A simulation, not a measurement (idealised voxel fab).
Herein follows the process module entitled voxel released beams.
This is section cut - it's 170 nm across, gridded in 5 nm square cells.
The cross-sections in this document take the form of a grid made of square cells. They are written out as bands, in order from top to bottom. Each band consists of one or more rows of cells. Band: top and bottom heights (nm) first, top before bottom; then materials from left to right, widths in nm. "all across" marks a sole material filling the band edge to edge. "empty" denotes empty space. For the purposes of this specification, 0 denotes the height below which the wafer in its as-received condition is composed wholly of one material, and the lowermost band, lacking a lower limit, extends downward without end, as expressed in "0 down". Top row gets the first number, bottom row gets the second, and each row in between changes by the same step: that is how a band width like "30..40" works. You'll sometimes find "same as before" written for a step, and that's the way of saying that nowhere in the cross-section did a cell change during that step. Under "Closed cavities" you'll find the enclosed gaps, the ones with no way out to the top, that are 8 cells or bigger; each reads width x height at distance, with distance counted from the left edge, everything in nm. Note: text after step settings on the step line = simulator remark on that step. overlay nm: how far to the right of its planned place the mask lay on this masked step (negative: to the left).

BELOW IS THE LIST OF PLANNED PROCESS STEPS
| 1 | RECEIVE with material Si |
| 2 | CONFORMAL_DEP with material Al2O3, thk nm 5 |
| 3 | DIRECTIONAL_DEP with material SiO2, thk nm 20 |
| 4 | PATTERN with tone open, mask id ANCHOR, material resist, width nm 40, thk nm 20, overlay nm -15 |
| 5 | DIRECTIONAL_ETCH with etch materials SiO2, depth nm 20 |
| 6 | STRIP with etch materials resist |
| 7 | CONFORMAL_DEP with material SiN, thk nm 15 |
| 8 | MASKED_ETCH with tone cover, mask id BEAM, width nm 85, etch materials SiN, depth nm 15, overlay nm 0 |
| 9 | STRIP with etch materials SiO2 |
Variable across wafers: step 4 overlay nm (plan value is that of the first wafer; starting state common to all).

THE FIRST OF SEVERAL WAFERS AS RECEIVED, SHOWN IN CROSS-SECTION; THIS IS ITS STATE AFTER STEP 1
    0 down = Si all across
    Closed cavities: none

END OF MODULE, BY WAFER: MATERIAL-BY-MATERIAL CELL GAIN (+) OR LOSS (-) SINCE RECEIPT, THEN CLOSED VOIDS
overlay nm -15; +34 Al2O3; +75 SiN; Closed cavities: none
overlay nm -10; +34 Al2O3; +75 SiN; Closed cavities: none
overlay nm -5; +34 Al2O3; +75 SiN; Closed cavities: none
overlay nm 0; +34 Al2O3; +75 SiN; Closed cavities: none
overlay nm 5; +34 Al2O3; +75 SiN; Closed cavities: none
overlay nm 10; +34 Al2O3; +75 SiN; Closed cavities: none
overlay nm 15; +34 Al2O3; +75 SiN; Closed cavities: none
